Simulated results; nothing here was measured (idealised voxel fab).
Process module in this document: voxel gate over fins
Section cut is 245 nm wide and gridded with 5 nm square cells.
Square cells in a grid make up a cross-section in this document, and the grid is given as bands, listed from the top down, each one or more rows of cells.
In this notation a band is specified by the heights of its top and bottom, in that order and in nm, after which its materials appear from left to right, each paired with its width in nm. The word "throughout" attached to a single material means that material fills the band from edge to edge; the word "air" stands for empty space.
Note: height 0 marks the level under which the wafer is uniformly one material as received. Lowest band unbounded below, written "top 0, no bottom".
Read "30 to 40" as a graded width: first number on top, second number at the bottom, same change between each pair of neighbouring rows.
"all unchanged" for a step: no cell of the cross-section changed in that step.
"Closed void register": sealed empty spaces, 8 cells or more, no open way to top, listed width x height at distance, with distance from the left edge and width, height and distance in nm.
If you see something after the settings on a step's line, that's the simulator's own remark about that step.
The "overlay nm" setting may appear on a step's line; for a step that uses a mask, it gives how far to the right of its planned position the mask lay, and a negative value indicates the left.

Intended process steps:
1 RECEIVE: material Si
2 CONFORMAL_DEP: material SiN, thk nm 5
3 MASKED_ETCH: tone cover, mask id FINS, width nm 15, pitch nm 55, etch materials SiN, depth nm 5, overlay nm 0
4 MASKED_ETCH: tone cover, mask id FINS, width nm 15, pitch nm 55, etch materials Si, depth nm 30, overlay nm 0
5 OXIDIZE: depth nm 5
6 FILL_DEP: material SiO2, thk nm 15
7 CMP: height nm 5
8 PATTERN: tone open, mask id RAIL, material resist, width nm 15, thk nm 20, overlay nm 0
9 DIRECTIONAL_ETCH: etch materials SiO2, depth nm 30
10 STRIP: etch materials resist
11 CONFORMAL_DEP: material TiN, thk nm 5
12 FILL_DEP: material W, thk nm 5
13 CMP: height nm 5
14 SELECTIVE_ETCH: etch materials W Ru TiN, depth nm 25
15 FILL_DEP: material SiO2, thk nm 5
16 CMP: height nm 5
17 SELECTIVE_ETCH: etch materials SiO2, depth nm 20
18 STRIP: etch materials SiN
19 CONFORMAL_DEP: material HfO2, thk nm 5
20 CONFORMAL_DEP: material TiN, thk nm 5
21 FILL_DEP: material W, thk nm 10
22 CMP: height nm 15
23 CONFORMAL_DEP: material SiN, thk nm 5

Step 1 complete: cross-section of the wafer as received:
- top 0, no bottom | Si throughout
- Closed void register: none

Look at the cross-section after the module: the wafer started out the way shown above and the plan was the one shown above, yet one mistake was made along the way:
- top 20, bottom 15 | SiN throughout
- top 15, bottom 10 | W throughout
- top 10, bottom 5 | W=25  HfO2=25  W=30  HfO2=25  W=30  HfO2=25  W=30  HfO2=25  W=30
- top 5, bottom 0 | W=25  HfO2=5  TiN=15  HfO2=5  W=30  HfO2=5  TiN=15  HfO2=5  W=30  HfO2=5  TiN=15  HfO2=5  W=30  HfO2=5  TiN=15  HfO2=5  W=30
- top 0, bottom -5 | W=25  HfO2=5  TiN=5  Si=5  TiN=5  HfO2=5  W=30  HfO2=5  TiN=5  Si=5  TiN=5  HfO2=5  W=30  HfO2=5  TiN=5  Si=5  TiN=5  HfO2=5  W=30  HfO2=5  TiN=5  Si=5  TiN=5  HfO2=5  W=30
- top -5, bottom -10 | HfO2=30  TiN=5  Si=5  TiN=5  HfO2=40  TiN=5  Si=5  TiN=5  HfO2=40  TiN=5  Si=5  TiN=5  HfO2=40  TiN=5  Si=5  TiN=5  HfO2=35
- top -10, bottom -15 | TiN=35  Si=5  TiN=50  Si=5  TiN=50  Si=5  TiN=50  Si=5  TiN=40
- top -15, bottom -20 | SiO2=35  Si=5  SiO2=50  Si=5  SiO2=50  Si=5  SiO2=50  Si=5  SiO2=40
- top -20, bottom -25 | SiO2=35  Si=5  SiO2=15  TiN=15  SiO2=20  Si=5  SiO2=50  Si=5  SiO2=50  Si=5  SiO2=40
- top -25, bottom -35 | SiO2=35  Si=5  SiO2=50  Si=5  SiO2=50  Si=5  SiO2=50  Si=5  SiO2=40
- top -35, no bottom | Si throughout
- Closed void register: none
Against the plan, the run slipped here: steps 19 and 20 swapped
